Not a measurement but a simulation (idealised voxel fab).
process module | voxel wiring stack
cross-section cut | 275 nm wide | cells 5 nm
A cross-section is a grid of square cells, given in bands from the top down. A band is one or more rows of cells.
Each band's line starts with the height of the band's top and of its bottom, in nm. Then come its materials from left to right, each with its width in nm. One material with "throughout" fills the band from edge to edge. "air" is empty space.
Height 0 is the level under which the wafer as received is all one material. The lowest band goes on downwards, as in "0 down".
A width such as "30 to 40" changes by the same amount from each row of cells to the next, from the band's top row to its bottom row.
"no change" after a step means that no cell of the cross-section changed.
closed voids: empty space of 8 cells or more with no open way to the top, each as width x height at its distance from the left edge, in nm
after a step's settings: what the simulator itself notes on the step
overlay nm, on a step with a mask: how far to the right of its planned place the mask lay; to the left if negative
plan
1 op RECEIVE | material Si
2 op CONFORMAL_DEP | material SiO2 | thk nm 10
3 op CONFORMAL_DEP | material SiN | thk nm 5
4 op DIRECTIONAL_DEP | material SiO2 | thk nm 15
5 op DIRECTIONAL_DEP | material aC | thk nm 10
6 op PATTERN | tone open | mask id METAL_1 | material resist | width nm 20 | pitch nm 40 | thk nm 25 | overlay nm 0
7 op DIRECTIONAL_ETCH | etch materials aC | depth nm 10
8 op STRIP | etch materials resist
9 op DIRECTIONAL_ETCH | etch materials SiO2 | depth nm 15
10 op DIRECTIONAL_ETCH | etch materials SiN | depth nm 5
11 op STRIP | etch materials aC
12 op CONFORMAL_DEP | material TiN | thk nm 5
13 op FILL_DEP | material Cu | thk nm 5
14 op CMP | height nm 30
15 op CONFORMAL_DEP | material SiCN | thk nm 5
16 op DIRECTIONAL_DEP | material SiO2 | thk nm 20
17 op MASKED_ETCH | tone open | mask id PLUG_1 | width nm 15 | pitch nm 40 | etch materials SiO2 | depth nm 20 | overlay nm 0
18 op MASKED_ETCH | tone open | mask id PLUG_1 | width nm 15 | pitch nm 40 | etch materials SiCN | depth nm 5 | overlay nm 0
19 op EPI | material Ru | thk nm 10
20 op EPI | material Ru | thk nm 10
21 op EPI | material Ru | thk nm 5
22 op CONFORMAL_DEP | material SiN | thk nm 5
23 op DIRECTIONAL_DEP | material SiO2 | thk nm 20
24 op DIRECTIONAL_DEP | material aC | thk nm 10
25 op PATTERN | tone open | mask id METAL_2 | material resist | width nm 20 | pitch nm 40 | thk nm 25 | overlay nm 0
26 op DIRECTIONAL_ETCH | etch materials aC | depth nm 10
27 op STRIP | etch materials resist
28 op DIRECTIONAL_ETCH | etch materials SiO2 | depth nm 20
29 op DIRECTIONAL_ETCH | etch materials SiN | depth nm 5
30 op STRIP | etch materials aC
31 op CONFORMAL_DEP | material TiN | thk nm 5
32 op FILL_DEP | material Ru | thk nm 10
33 op CMP | height nm 80
34 op CONFORMAL_DEP | material SiCN | thk nm 5
35 op DIRECTIONAL_DEP | material lowk | thk nm 20
36 op DIRECTIONAL_DEP | material aC | thk nm 15
37 op PATTERN | tone open | mask id PLUG_2 | material resist | width nm 15 | pitch nm 40 | thk nm 30 | overlay nm 0
38 op DIRECTIONAL_ETCH | etch materials aC | depth nm 15
39 op STRIP | etch materials resist
40 op DIRECTIONAL_ETCH | etch materials lowk | depth nm 20
41 op DIRECTIONAL_ETCH | etch materials SiCN | depth nm 5
42 op STRIP | etch materials aC
43 op CONFORMAL_DEP | material TiN | thk nm 5
44 op FILL_DEP | material W | thk nm 10
45 op CMP | height nm 105
46 op DIRECTIONAL_DEP | material TiN | thk nm 5
47 op DIRECTIONAL_DEP | material W | thk nm 15
48 op MASKED_ETCH | tone cover | mask id METAL_3 | width nm 20 | pitch nm 40 | etch materials W | depth nm 15 | overlay nm 0
49 op MASKED_ETCH | tone cover | mask id METAL_3 | width nm 20 | pitch nm 40 | etch materials TiN | depth nm 5 | overlay nm 0
50 op FILL_DEP | material lowk | thk nm 5
51 op CMP | height nm 125
52 op CONFORMAL_DEP | material SiCN | thk nm 5
first wafer, as planned
as received, after step 1
  0 down: Si throughout
  closed voids: none
after step 2
  10 to 0: SiO2 throughout
  below 0: unchanged
after step 3
  15 to 10: SiN throughout
  below 10: unchanged
after step 4
  30 to 15: SiO2 throughout
  below 15: unchanged
after step 5
  40 to 30: aC throughout
  below 30: unchanged
after step 6
  65 to 40: resist 65 | air 20 | resist 20 | air 20 | resist 20 | air 20 | resist 20 | air 20 | resist 70
  below 40: unchanged
after step 7
  55 to 40: resist 65 | air 20 | resist 20 | air 20 | resist 20 | air 20 | resist 20 | air 20 | resist 70
  40 to 30: aC 65 | air 20 | aC 20 | air 20 | aC 20 | air 20 | aC 20 | air 20 | aC 70
  below 30: unchanged
after step 8
  40 to 30: aC 65 | air 20 | aC 20 | air 20 | aC 20 | air 20 | aC 20 | air 20 | aC 70
  below 30: unchanged
after step 9
  40 to 30: aC 65 | air 20 | aC 20 | air 20 | aC 20 | air 20 | aC 20 | air 20 | aC 70
  30 to 15: SiO2 65 | air 20 | SiO2 20 | air 20 | SiO2 20 | air 20 | SiO2 20 | air 20 | SiO2 70
  below 15: unchanged
after step 10
  40 to 30: aC 65 | air 20 | aC 20 | air 20 | aC 20 | air 20 | aC 20 | air 20 | aC 70
  30 to 15: SiO2 65 | air 20 | SiO2 20 | air 20 | SiO2 20 | air 20 | SiO2 20 | air 20 | SiO2 70
  15 to 10: SiN 65 | air 20 | SiN 20 | air 20 | SiN 20 | air 20 | SiN 20 | air 20 | SiN 70
  below 10: unchanged
after step 11
  30 to 15: SiO2 65 | air 20 | SiO2 20 | air 20 | SiO2 20 | air 20 | SiO2 20 | air 20 | SiO2 70
  below 15: unchanged
after step 12
  35 to 30: TiN 70 | air 10 | TiN 30 | air 10 | TiN 30 | air 10 | TiN 30 | air 10 | TiN 75
  30 to 15: SiO2 65 | TiN 5 | air 10 | TiN 5 | SiO2 20 | TiN 5 | air 10 | TiN 5 | SiO2 20 | TiN 5 | air 10 | TiN 5 | SiO2 20 | TiN 5 | air 10 | TiN 5 | SiO2 70
  15 to 10: SiN 65 | TiN 20 | SiN 20 | TiN 20 | SiN 20 | TiN 20 | SiN 20 | TiN 20 | SiN 70
  below 10: unchanged
after step 13
  40 to 35: Cu throughout
  35 to 30: TiN 70 | Cu 10 | TiN 30 | Cu 10 | TiN 30 | Cu 10 | TiN 30 | Cu 10 | TiN 75
  30 to 15: SiO2 65 | TiN 5 | Cu 10 | TiN 5 | SiO2 20 | TiN 5 | Cu 10 | TiN 5 | SiO2 20 | TiN 5 | Cu 10 | TiN 5 | SiO2 20 | TiN 5 | Cu 10 | TiN 5 | SiO2 70
  below 15: unchanged
after step 14
  30 to 15: SiO2 65 | TiN 5 | Cu 10 | TiN 5 | SiO2 20 | TiN 5 | Cu 10 | TiN 5 | SiO2 20 | TiN 5 | Cu 10 | TiN 5 | SiO2 20 | TiN 5 | Cu 10 | TiN 5 | SiO2 70
  below 15: unchanged
after step 15
  35 to 30: SiCN throughout
  below 30: unchanged
after step 16
  55 to 35: SiO2 throughout
  below 35: unchanged
after step 17
  55 to 35: SiO2 65 | air 15 | SiO2 25 | air 15 | SiO2 25 | air 15 | SiO2 25 | air 15 | SiO2 75
  below 35: unchanged
after step 18
  55 to 35: SiO2 65 | air 15 | SiO2 25 | air 15 | SiO2 25 | air 15 | SiO2 25 | air 15 | SiO2 75
  35 to 30: SiCN 65 | air 15 | SiCN 25 | air 15 | SiCN 25 | air 15 | SiCN 25 | air 15 | SiCN 75
  below 30: unchanged
after step 19
  55 to 40: SiO2 65 | air 15 | SiO2 25 | air 15 | SiO2 25 | air 15 | SiO2 25 | air 15 | SiO2 75
  40 to 35: SiO2 65 | Ru 15 | SiO2 25 | Ru 15 | SiO2 25 | Ru 15 | SiO2 25 | Ru 15 | SiO2 75
  35 to 30: SiCN 65 | Ru 15 | SiCN 25 | Ru 15 | SiCN 25 | Ru 15 | SiCN 25 | Ru 15 | SiCN 75
  below 30: unchanged
after step 20
  55 to 50: SiO2 65 | air 15 | SiO2 25 | air 15 | SiO2 25 | air 15 | SiO2 25 | air 15 | SiO2 75
  50 to 35: SiO2 65 | Ru 15 | SiO2 25 | Ru 15 | SiO2 25 | Ru 15 | SiO2 25 | Ru 15 | SiO2 75
  below 35: unchanged
after step 21
  55 to 35: SiO2 65 | Ru 15 | SiO2 25 | Ru 15 | SiO2 25 | Ru 15 | SiO2 25 | Ru 15 | SiO2 75
  below 35: unchanged
after step 22
  60 to 55: SiN throughout
  below 55: unchanged
after step 23
  80 to 60: SiO2 throughout
  below 60: unchanged
after step 24
  90 to 80: aC throughout
  below 80: unchanged
after step 25
  115 to 90: resist 65 | air 20 | resist 20 | air 20 | resist 20 | air 20 | resist 20 | air 20 | resist 70
  below 90: unchanged
after step 26
  105 to 90: resist 65 | air 20 | resist 20 | air 20 | resist 20 | air 20 | resist 20 | air 20 | resist 70
  90 to 80: aC 65 | air 20 | aC 20 | air 20 | aC 20 | air 20 | aC 20 | air 20 | aC 70
  below 80: unchanged
after step 27
  90 to 80: aC 65 | air 20 | aC 20 | air 20 | aC 20 | air 20 | aC 20 | air 20 | aC 70
  below 80: unchanged
after step 28
  90 to 80: aC 65 | air 20 | aC 20 | air 20 | aC 20 | air 20 | aC 20 | air 20 | aC 70
  80 to 60: SiO2 65 | air 20 | SiO2 20 | air 20 | SiO2 20 | air 20 | SiO2 20 | air 20 | SiO2 70
  below 60: unchanged
after step 29
  90 to 80: aC 65 | air 20 | aC 20 | air 20 | aC 20 | air 20 | aC 20 | air 20 | aC 70
  80 to 60: SiO2 65 | air 20 | SiO2 20 | air 20 | SiO2 20 | air 20 | SiO2 20 | air 20 | SiO2 70
  60 to 55: SiN 65 | air 20 | SiN 20 | air 20 | SiN 20 | air 20 | SiN 20 | air 20 | SiN 70
  below 55: unchanged
after step 30
  80 to 60: SiO2 65 | air 20 | SiO2 20 | air 20 | SiO2 20 | air 20 | SiO2 20 | air 20 | SiO2 70
  below 60: unchanged
after step 31
  85 to 80: TiN 70 | air 10 | TiN 30 | air 10 | TiN 30 | air 10 | TiN 30 | air 10 | TiN 75
  80 to 60: SiO2 65 | TiN 5 | air 10 | TiN 5 | SiO2 20 | TiN 5 | air 10 | TiN 5 | SiO2 20 | TiN 5 | air 10 | TiN 5 | SiO2 20 | TiN 5 | air 10 | TiN 5 | SiO2 70
  60 to 55: SiN 65 | TiN 20 | SiN 20 | TiN 20 | SiN 20 | TiN 20 | SiN 20 | TiN 20 | SiN 70
  below 55: unchanged
after step 32
  95 to 85: Ru throughout
  85 to 80: TiN 70 | Ru 10 | TiN 30 | Ru 10 | TiN 30 | Ru 10 | TiN 30 | Ru 10 | TiN 75
  80 to 60: SiO2 65 | TiN 5 | Ru 10 | TiN 5 | SiO2 20 | TiN 5 | Ru 10 | TiN 5 | SiO2 20 | TiN 5 | Ru 10 | TiN 5 | SiO2 20 | TiN 5 | Ru 10 | TiN 5 | SiO2 70
  below 60: unchanged
after step 33
  80 to 60: SiO2 65 | TiN 5 | Ru 10 | TiN 5 | SiO2 20 | TiN 5 | Ru 10 | TiN 5 | SiO2 20 | TiN 5 | Ru 10 | TiN 5 | SiO2 20 | TiN 5 | Ru 10 | TiN 5 | SiO2 70
  below 60: unchanged
after step 34
  85 to 80: SiCN throughout
  below 80: unchanged
after step 35
  105 to 85: lowk throughout
  below 85: unchanged
after step 36
  120 to 105: aC throughout
  below 105: unchanged
after step 37
  150 to 120: resist 65 | air 15 | resist 25 | air 15 | resist 25 | air 15 | resist 25 | air 15 | resist 75
  below 120: unchanged
after step 38
  135 to 120: resist 65 | air 15 | resist 25 | air 15 | resist 25 | air 15 | resist 25 | air 15 | resist 75
  120 to 105: aC 65 | air 15 | aC 25 | air 15 | aC 25 | air 15 | aC 25 | air 15 | aC 75
  below 105: unchanged
after step 39
  120 to 105: aC 65 | air 15 | aC 25 | air 15 | aC 25 | air 15 | aC 25 | air 15 | aC 75
  below 105: unchanged
after step 40
  120 to 105: aC 65 | air 15 | aC 25 | air 15 | aC 25 | air 15 | aC 25 | air 15 | aC 75
  105 to 85: lowk 65 | air 15 | lowk 25 | air 15 | lowk 25 | air 15 | lowk 25 | air 15 | lowk 75
  below 85: unchanged
after step 41
  120 to 105: aC 65 | air 15 | aC 25 | air 15 | aC 25 | air 15 | aC 25 | air 15 | aC 75
  105 to 85: lowk 65 | air 15 | lowk 25 | air 15 | lowk 25 | air 15 | lowk 25 | air 15 | lowk 75
  85 to 80: SiCN 65 | air 15 | SiCN 25 | air 15 | SiCN 25 | air 15 | SiCN 25 | air 15 | SiCN 75
  below 80: unchanged
after step 42
  105 to 85: lowk 65 | air 15 | lowk 25 | air 15 | lowk 25 | air 15 | lowk 25 | air 15 | lowk 75
  below 85: unchanged
after step 43
  110 to 105: TiN 70 | air 5 | TiN 35 | air 5 | TiN 35 | air 5 | TiN 35 | air 5 | TiN 80
  105 to 85: lowk 65 | TiN 5 | air 5 | TiN 5 | lowk 25 | TiN 5 | air 5 | TiN 5 | lowk 25 | TiN 5 | air 5 | TiN 5 | lowk 25 | TiN 5 | air 5 | TiN 5 | lowk 75
  85 to 80: SiCN 65 | TiN 15 | SiCN 25 | TiN 15 | SiCN 25 | TiN 15 | SiCN 25 | TiN 15 | SiCN 75
  below 80: unchanged
after step 44
  120 to 110: W throughout
  110 to 105: TiN 70 | W 5 | TiN 35 | W 5 | TiN 35 | W 5 | TiN 35 | W 5 | TiN 80
  105 to 85: lowk 65 | TiN 5 | W 5 | TiN 5 | lowk 25 | TiN 5 | W 5 | TiN 5 | lowk 25 | TiN 5 | W 5 | TiN 5 | lowk 25 | TiN 5 | W 5 | TiN 5 | lowk 75
  below 85: unchanged
after step 45
  105 to 85: lowk 65 | TiN 5 | W 5 | TiN 5 | lowk 25 | TiN 5 | W 5 | TiN 5 | lowk 25 | TiN 5 | W 5 | TiN 5 | lowk 25 | TiN 5 | W 5 | TiN 5 | lowk 75
  below 85: unchanged
after step 46
  110 to 105: TiN throughout
  below 105: unchanged
after step 47
  125 to 110: W throughout
  below 110: unchanged
after step 48
  125 to 110: air 65 | W 20 | air 20 | W 20 | air 20 | W 20 | air 20 | W 20 | air 70
  below 110: unchanged
after step 49
  125 to 110: air 65 | W 20 | air 20 | W 20 | air 20 | W 20 | air 20 | W 20 | air 70
  110 to 105: air 65 | TiN 20 | air 20 | TiN 20 | air 20 | TiN 20 | air 20 | TiN 20 | air 70
  below 105: unchanged
after step 50
  130 to 125: lowk throughout
  125 to 110: lowk 65 | W 20 | lowk 20 | W 20 | lowk 20 | W 20 | lowk 20 | W 20 | lowk 70
  110 to 105: lowk 65 | TiN 20 | lowk 20 | TiN 20 | lowk 20 | TiN 20 | lowk 20 | TiN 20 | lowk 70
  below 105: unchanged
after step 51
  125 to 110: lowk 65 | W 20 | lowk 20 | W 20 | lowk 20 | W 20 | lowk 20 | W 20 | lowk 70
  below 110: unchanged
after step 52
  130 to 125: SiCN throughout
  below 125: unchanged
second wafer: like start, like plan, one mistake. Through step 15 it matches the first wafer
when step 16 should have ended
  75 to 35: SiO2 throughout
  below 35: unchanged
when step 17 should have ended
  75 to 55: SiO2 65 | air 15 | SiO2 25 | air 15 | SiO2 25 | air 15 | SiO2 25 | air 15 | SiO2 75
  below 55: unchanged
when step 18 should have ended: no change
when step 19 should have ended: no change
when step 20 should have ended: no change
when step 21 should have ended: no change
when step 22 should have ended
  80 to 75: SiN 70 | air 5 | SiN 35 | air 5 | SiN 35 | air 5 | SiN 35 | air 5 | SiN 80
  75 to 60: SiO2 65 | SiN 5 | air 5 | SiN 5 | SiO2 25 | SiN 5 | air 5 | SiN 5 | SiO2 25 | SiN 5 | air 5 | SiN 5 | SiO2 25 | SiN 5 | air 5 | SiN 5 | SiO2 75
  60 to 55: SiO2 65 | SiN 15 | SiO2 25 | SiN 15 | SiO2 25 | SiN 15 | SiO2 25 | SiN 15 | SiO2 75
  below 55: unchanged
when step 23 should have ended
  100 to 80: SiO2 70 | air 5 | SiO2 35 | air 5 | SiO2 35 | air 5 | SiO2 35 | air 5 | SiO2 80
  80 to 75: SiN 70 | SiO2 5 | SiN 35 | SiO2 5 | SiN 35 | SiO2 5 | SiN 35 | SiO2 5 | SiN 80
  75 to 60: SiO2 65 | SiN 5 | SiO2 5 | SiN 5 | SiO2 25 | SiN 5 | SiO2 5 | SiN 5 | SiO2 25 | SiN 5 | SiO2 5 | SiN 5 | SiO2 25 | SiN 5 | SiO2 5 | SiN 5 | SiO2 75
  below 60: unchanged
when step 24 should have ended
  110 to 100: aC 70 | air 5 | aC 35 | air 5 | aC 35 | air 5 | aC 35 | air 5 | aC 80
  100 to 90: SiO2 70 | air 5 | SiO2 35 | air 5 | SiO2 35 | air 5 | SiO2 35 | air 5 | SiO2 80
  90 to 80: SiO2 70 | aC 5 | SiO2 35 | aC 5 | SiO2 35 | aC 5 | SiO2 35 | aC 5 | SiO2 80
  below 80: unchanged
when step 25 should have ended
  135 to 110: resist 65 | air 20 | resist 20 | air 20 | resist 20 | air 20 | resist 20 | air 20 | resist 70
  below 110: unchanged
when step 26 should have ended
  125 to 110: resist 65 | air 20 | resist 20 | air 20 | resist 20 | air 20 | resist 20 | air 20 | resist 70
  110 to 100: aC 65 | air 20 | aC 20 | air 20 | aC 20 | air 20 | aC 20 | air 20 | aC 70
  100 to 80: SiO2 70 | air 5 | SiO2 35 | air 5 | SiO2 35 | air 5 | SiO2 35 | air 5 | SiO2 80
  below 80: unchanged
when step 27 should have ended
  110 to 100: aC 65 | air 20 | aC 20 | air 20 | aC 20 | air 20 | aC 20 | air 20 | aC 70
  below 100: unchanged
when step 28 should have ended
  110 to 100: aC 65 | air 20 | aC 20 | air 20 | aC 20 | air 20 | aC 20 | air 20 | aC 70
  100 to 80: SiO2 65 | air 20 | SiO2 20 | air 20 | SiO2 20 | air 20 | SiO2 20 | air 20 | SiO2 70
  80 to 75: SiN 70 | air 5 | SiN 35 | air 5 | SiN 35 | air 5 | SiN 35 | air 5 | SiN 80
  75 to 60: SiO2 65 | SiN 5 | air 5 | SiN 5 | SiO2 25 | SiN 5 | air 5 | SiN 5 | SiO2 25 | SiN 5 | air 5 | SiN 5 | SiO2 25 | SiN 5 | air 5 | SiN 5 | SiO2 75
  below 60: unchanged
when step 29 should have ended
  110 to 100: aC 65 | air 20 | aC 20 | air 20 | aC 20 | air 20 | aC 20 | air 20 | aC 70
  100 to 80: SiO2 65 | air 20 | SiO2 20 | air 20 | SiO2 20 | air 20 | SiO2 20 | air 20 | SiO2 70
  80 to 75: SiN 65 | air 20 | SiN 20 | air 20 | SiN 20 | air 20 | SiN 20 | air 20 | SiN 70
  75 to 55: SiO2 65 | SiN 5 | air 5 | SiN 5 | SiO2 25 | SiN 5 | air 5 | SiN 5 | SiO2 25 | SiN 5 | air 5 | SiN 5 | SiO2 25 | SiN 5 | air 5 | SiN 5 | SiO2 75
  below 55: unchanged
when step 30 should have ended
  100 to 80: SiO2 65 | air 20 | SiO2 20 | air 20 | SiO2 20 | air 20 | SiO2 20 | air 20 | SiO2 70
  below 80: unchanged
when step 31 should have ended
  105 to 100: TiN 70 | air 10 | TiN 30 | air 10 | TiN 30 | air 10 | TiN 30 | air 10 | TiN 75
  100 to 80: SiO2 65 | TiN 5 | air 10 | TiN 5 | SiO2 20 | TiN 5 | air 10 | TiN 5 | SiO2 20 | TiN 5 | air 10 | TiN 5 | SiO2 20 | TiN 5 | air 10 | TiN 5 | SiO2 70
  80 to 75: SiN 65 | TiN 20 | SiN 20 | TiN 20 | SiN 20 | TiN 20 | SiN 20 | TiN 20 | SiN 70
  75 to 55: SiO2 65 | SiN 5 | TiN 5 | SiN 5 | SiO2 25 | SiN 5 | TiN 5 | SiN 5 | SiO2 25 | SiN 5 | TiN 5 | SiN 5 | SiO2 25 | SiN 5 | TiN 5 | SiN 5 | SiO2 75
  below 55: unchanged
when step 32 should have ended
  115 to 105: Ru throughout
  105 to 100: TiN 70 | Ru 10 | TiN 30 | Ru 10 | TiN 30 | Ru 10 | TiN 30 | Ru 10 | TiN 75
  100 to 80: SiO2 65 | TiN 5 | Ru 10 | TiN 5 | SiO2 20 | TiN 5 | Ru 10 | TiN 5 | SiO2 20 | TiN 5 | Ru 10 | TiN 5 | SiO2 20 | TiN 5 | Ru 10 | TiN 5 | SiO2 70
  below 80: unchanged
when step 33 should have ended
  80 to 75: SiN 65 | TiN 20 | SiN 20 | TiN 20 | SiN 20 | TiN 20 | SiN 20 | TiN 20 | SiN 70
  below 75: unchanged
when step 34 should have ended
  85 to 80: SiCN throughout
  below 80: unchanged
when step 35 should have ended
  105 to 85: lowk throughout
  below 85: unchanged
when step 36 should have ended
  120 to 105: aC throughout
  below 105: unchanged
when step 37 should have ended
  150 to 120: resist 65 | air 15 | resist 25 | air 15 | resist 25 | air 15 | resist 25 | air 15 | resist 75
  below 120: unchanged
when step 38 should have ended
  135 to 120: resist 65 | air 15 | resist 25 | air 15 | resist 25 | air 15 | resist 25 | air 15 | resist 75
  120 to 105: aC 65 | air 15 | aC 25 | air 15 | aC 25 | air 15 | aC 25 | air 15 | aC 75
  below 105: unchanged
when step 39 should have ended
  120 to 105: aC 65 | air 15 | aC 25 | air 15 | aC 25 | air 15 | aC 25 | air 15 | aC 75
  below 105: unchanged
when step 40 should have ended
  120 to 105: aC 65 | air 15 | aC 25 | air 15 | aC 25 | air 15 | aC 25 | air 15 | aC 75
  105 to 85: lowk 65 | air 15 | lowk 25 | air 15 | lowk 25 | air 15 | lowk 25 | air 15 | lowk 75
  below 85: unchanged
when step 41 should have ended
  120 to 105: aC 65 | air 15 | aC 25 | air 15 | aC 25 | air 15 | aC 25 | air 15 | aC 75
  105 to 85: lowk 65 | air 15 | lowk 25 | air 15 | lowk 25 | air 15 | lowk 25 | air 15 | lowk 75
  85 to 80: SiCN 65 | air 15 | SiCN 25 | air 15 | SiCN 25 | air 15 | SiCN 25 | air 15 | SiCN 75
  below 80: unchanged
when step 42 should have ended
  105 to 85: lowk 65 | air 15 | lowk 25 | air 15 | lowk 25 | air 15 | lowk 25 | air 15 | lowk 75
  below 85: unchanged
when step 43 should have ended
  110 to 105: TiN 70 | air 5 | TiN 35 | air 5 | TiN 35 | air 5 | TiN 35 | air 5 | TiN 80
  105 to 85: lowk 65 | TiN 5 | air 5 | TiN 5 | lowk 25 | TiN 5 | air 5 | TiN 5 | lowk 25 | TiN 5 | air 5 | TiN 5 | lowk 25 | TiN 5 | air 5 | TiN 5 | lowk 75
  85 to 80: SiCN 65 | TiN 15 | SiCN 25 | TiN 15 | SiCN 25 | TiN 15 | SiCN 25 | TiN 15 | SiCN 75
  below 80: unchanged
when step 44 should have ended
  120 to 110: W throughout
  110 to 105: TiN 70 | W 5 | TiN 35 | W 5 | TiN 35 | W 5 | TiN 35 | W 5 | TiN 80
  105 to 85: lowk 65 | TiN 5 | W 5 | TiN 5 | lowk 25 | TiN 5 | W 5 | TiN 5 | lowk 25 | TiN 5 | W 5 | TiN 5 | lowk 25 | TiN 5 | W 5 | TiN 5 | lowk 75
  below 85: unchanged
when step 45 should have ended
  105 to 85: lowk 65 | TiN 5 | W 5 | TiN 5 | lowk 25 | TiN 5 | W 5 | TiN 5 | lowk 25 | TiN 5 | W 5 | TiN 5 | lowk 25 | TiN 5 | W 5 | TiN 5 | lowk 75
  below 85: unchanged
when step 46 should have ended
  110 to 105: TiN throughout
  below 105: unchanged
when step 47 should have ended
  125 to 110: W throughout
  below 110: unchanged
when step 48 should have ended
  125 to 110: air 65 | W 20 | air 20 | W 20 | air 20 | W 20 | air 20 | W 20 | air 70
  below 110: unchanged
when step 49 should have ended
  125 to 110: air 65 | W 20 | air 20 | W 20 | air 20 | W 20 | air 20 | W 20 | air 70
  110 to 105: air 65 | TiN 20 | air 20 | TiN 20 | air 20 | TiN 20 | air 20 | TiN 20 | air 70
  below 105: unchanged
when step 50 should have ended
  130 to 125: lowk throughout
  125 to 110: lowk 65 | W 20 | lowk 20 | W 20 | lowk 20 | W 20 | lowk 20 | W 20 | lowk 70
  110 to 105: lowk 65 | TiN 20 | lowk 20 | TiN 20 | lowk 20 | TiN 20 | lowk 20 | TiN 20 | lowk 70
  below 105: unchanged
when step 51 should have ended
  125 to 110: lowk 65 | W 20 | lowk 20 | W 20 | lowk 20 | W 20 | lowk 20 | W 20 | lowk 70
  below 110: unchanged
when step 52 should have ended
  130 to 125: SiCN throughout
  below 125: unchanged
what went wrong: step 16 was run twice
at the end the second wafer has, in cells: 92 fewer of Ru | 12 more of SiCN | 32 more of SiN | 64 more of SiO2 | 16 fewer of TiN
